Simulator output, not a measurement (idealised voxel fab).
Process module name: voxel lift off
Cross-sectional view cut (width: 275 nm; square cell size: 5 nm).
How to read a cross-section here: the picture is a grid of square cells, written as bands going from the top down, and any band can span one or more rows of cells. Band entry format. Leading values: height of top, height of bottom, nm. Remainder: materials in left-to-right order, each with its width in nm. Special words: "everywhere" on a single material, which then fills the band edge to edge; "empty", empty space. For the purposes of this specification, 0 denotes the height below which the wafer in its as-received condition is composed wholly of one material, and the lowermost band, lacking a lower limit, extends downward without end, as expressed in "0 down". Width "30->40": first value at the band's top row of cells, second value at its bottom row, equal change from row to row. Step note "everything unchanged" = no cross-section cell changed. "Closed void register" means: voids of 8 cells or more that are shut off from the top with no open way through. Written width x height at distance, distance from the left edge, in nm. What comes after the settings on a step's line is commentary from the simulator itself on that step. Among the settings permitted on a step's line is "overlay nm"; applied to a step with a mask, it specifies the extent to which the mask lay to the right of its planned position, whereas a negative figure signifies a position to the left.

## Planned step list for the process
1: RECEIVE: material Si
2: CONFORMAL_DEP: material Al2O3, thk nm 10
3: PATTERN: tone open, mask id LINES, material resist, width nm 15, pitch nm 45, thk nm 25, overlay nm 0
4: DIRECTIONAL_DEP: material Ru, thk nm 15
5: STRIP: etch materials resist
6: CONFORMAL_DEP: material SiN, thk nm 10

## Cross-section, incoming material, after step 1
- 0 down | Si everywhere
- Closed void register: none

## First of two wafers: cross-section at end of module, run per plan
- 35 to 25 | empty 95 nm / SiN 35 nm / empty 10 nm / SiN 35 nm / empty 100 nm
- 25 to 20 | empty 95 nm / SiN 10 nm / Ru 15 nm / SiN 10 nm / empty 10 nm / SiN 10 nm / Ru 15 nm / SiN 10 nm / empty 100 nm
- 20 to 10 | SiN 105 nm / Ru 15 nm / SiN 30 nm / Ru 15 nm / SiN 110 nm
- 10 to 0 | Al2O3 everywhere
- 0 down | Si everywhere
- Closed void register: none

## This is the second of the two wafers, cross-sectioned at the end of the module; it started exactly like the first and was given the same plan, but it was run with one mistake
- 35 to 25 | empty 95 nm / SiN 40 nm / empty 5 nm / SiN 40 nm / empty 95 nm
- 25 to 20 | empty 95 nm / SiN 10 nm / Ru 20 nm / SiN 10 nm / empty 5 nm / SiN 10 nm / Ru 20 nm / SiN 10 nm / empty 95 nm
- 20 to 10 | SiN 105 nm / Ru 20 nm / SiN 25 nm / Ru 20 nm / SiN 105 nm
- 10 to 0 | Al2O3 everywhere
- 0 down | Si everywhere
- Closed void register: none
Finding, execution versus plan: contrary to plan, step 3 was performed as PATTERN: tone open, mask id LINES, material resist, width nm 20, pitch nm 45, thk nm 25, overlay nm 0
The closing comparison, in cells, has the second wafer with more or fewer of some materials than the first: Ru +6
